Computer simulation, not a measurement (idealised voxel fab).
Name of the process module below: voxel gate over fins
Cross-section cut spans 240 nm and uses square cells 5 nm in size.
Cross-sections here: square-cell grids, written as top-down lists of bands, a band being one or more rows of cells. What a band's entry tells you: where the top is and where the bottom is, as heights in nm, and after that what lies inside, material by material from left to right, each with its width in nm. Empty space is written as the word "blank", and a single material marked with the word "full width" occupies the band from edge to edge. Below 0: as-received wafer, all one material; heights counted from there. Lowest band: no bottom, goes on down, written "from 0 down". A two-number width, for instance "30 to 40", indicates that the width is equal to the first number in the top row of the band and to the second number in the bottom row, and that it changes by a constant amount per row of cells. Given "nothing changed" for a step, no cell of the cross-section differs between before and after that step. The entry "Enclosed empty spaces" lists the empty spaces that cover at least 8 cells and have no open path to the top. Each is written as width x height at distance, where the distance is measured from the left edge and all three values are in nm. Where a step's line continues beyond its settings, the continuation is a remark by the simulator itself on that step. overlay nm: right-of-plan distance of the mask on a masked step; negative values mean left-of-plan.

-- Intended process steps
- 1: RECEIVE: material Si
- 2: CONFORMAL_DEP: material SiN, thk nm 5
- 3: MASKED_ETCH: tone cover, mask id FINS, width nm 15, pitch nm 40, etch materials SiN, depth nm 5, overlay nm 0
- 4: MASKED_ETCH: tone cover, mask id FINS, width nm 15, pitch nm 40, etch materials Si, depth nm 40, overlay nm 0
- 5: OXIDIZE: depth nm 5
- 6: FILL_DEP: material SiO2, thk nm 15
- 7: CMP: height nm 5
- 8: SELECTIVE_ETCH: etch materials SiO2, depth nm 15
- 9: STRIP: etch materials SiN
- 10: CONFORMAL_DEP: material HfO2, thk nm 5
- 11: CONFORMAL_DEP: material TiN, thk nm 5
- 12: FILL_DEP: material W, thk nm 10
- 13: CMP: height nm 15
- 14: CONFORMAL_DEP: material SiCN, thk nm 5

-- The cross-section here shows the wafer as received, i.e. in its state after step 1
    from 0 down: Si full width
    Enclosed empty spaces: none

-- The plan above was carried out on the starting structure above with one mistake, and this cross-section shows the wafer at the end of the module
    from 20 to 15: SiCN full width
    from 15 to 10: W full width
    from 10 to 5: W 45 nm  TiN 25 nm  W 15 nm  TiN 25 nm  W 15 nm  TiN 25 nm  W 15 nm  TiN 25 nm  W 50 nm
    from 5 to 0: W 45 nm  TiN 5 nm  HfO2 15 nm  TiN 5 nm  W 15 nm  TiN 5 nm  HfO2 15 nm  TiN 5 nm  W 15 nm  TiN 5 nm  HfO2 15 nm  TiN 5 nm  W 15 nm  TiN 5 nm  HfO2 15 nm  TiN 5 nm  W 50 nm
    from 0 to -5: TiN 50 nm  HfO2 5 nm  Si 5 nm  HfO2 5 nm  TiN 25 nm  HfO2 5 nm  Si 5 nm  HfO2 5 nm  TiN 25 nm  HfO2 5 nm  Si 5 nm  HfO2 5 nm  TiN 25 nm  HfO2 5 nm  Si 5 nm  HfO2 5 nm  TiN 55 nm
    from -5 to -10: HfO2 55 nm  Si 5 nm  HfO2 35 nm  Si 5 nm  HfO2 35 nm  Si 5 nm  HfO2 35 nm  Si 5 nm  HfO2 60 nm
    from -10 to -35: SiO2 55 nm  Si 5 nm  SiO2 35 nm  Si 5 nm  SiO2 35 nm  Si 5 nm  SiO2 35 nm  Si 5 nm  SiO2 60 nm
    from -35 down: Si full width
    Enclosed empty spaces: none
Plan not followed: in deviation from the planned setting, step 4 was conducted as MASKED_ETCH: tone cover, mask id FINS, width nm 15, pitch nm 40, etch materials Si, depth nm 30, overlay nm 0
